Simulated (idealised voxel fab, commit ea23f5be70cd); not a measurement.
Process module in this document: voxel double patterning
Displayed cross-section: cut, width of 295 nm, square cells sized 5 nm.
For the purposes of this document, a cross-section shall be understood as a grid of square cells, specified as bands listed in top-to-bottom order, each band consisting of one or more rows of cells.
Heights first: top, then bottom, in nm. Then materials, left to right, each with a width in nm. "throughout" on a single material: fills the band edge to edge. "blank": empty space.
All heights in this document are referenced to 0, defined as the level beneath which the wafer, as received, consists entirely of one material. The lowest band is not bounded below; it extends indefinitely downward and is written in the form "z 0 and below".
Note: "30->40" means the width goes from the first number (top row of the band) to the second number (bottom row) in equal steps per row of cells.
Step note "all unchanged" = no cross-section cell changed.
If an empty space has no open way to the top and is at least 8 cells in size, "Closed void roster" lists it, written width x height at distance, where distance is measured from the left edge and every value is in nm.
Note: text after step settings on the step line = simulator remark on that step.
The setting "overlay nm" may be written on the line of a step. When the step uses a mask, the value reports how far to the right of the planned place the mask lay, and a negative value reports that it lay to the left.

## Steps in the process plan
- 1: RECEIVE | material Si
- 2: CONFORMAL_DEP | material SiN | thk nm 5
- 3: DIRECTIONAL_DEP | material SiO2 | thk nm 10
- 4: DIRECTIONAL_DEP | material SiCN | thk nm 10
- 5: MASKED_ETCH | tone open | mask id FIRST | width nm 15 | pitch nm 50 | etch materials SiCN | depth nm 10 | overlay nm 0
- 6: PATTERN | tone open | mask id SECOND | material resist | width nm 15 | thk nm 15 | overlay nm 0
- 7: DIRECTIONAL_ETCH | etch materials SiCN | depth nm 10
- 8: STRIP | etch materials resist
- 9: DIRECTIONAL_ETCH | etch materials SiO2 | depth nm 10
- 10: STRIP | etch materials SiCN

## Cross-section: wafer on arrival = after step 1
	z 0 and below  Si throughout
	Closed void roster: none

## Look at the cross-section after the module: the wafer started out the way shown above and the plan was the one shown above, yet one mistake was made along the way
	z 15 to 5  125 of SiO2, 30 of blank, 20 of SiO2, 15 of blank, 105 of SiO2
	z 5 to 0  SiN throughout
	z 0 and below  Si throughout
	Closed void roster: none
What went wrong in running the wafer? it should be noted that step 5 was executed with settings other than those planned, the operation and settings actually applied being MASKED_ETCH | tone open | mask id FIRST | width nm 15 | pitch nm 50 | etch materials SiCN | depth nm 10 | overlay nm 10
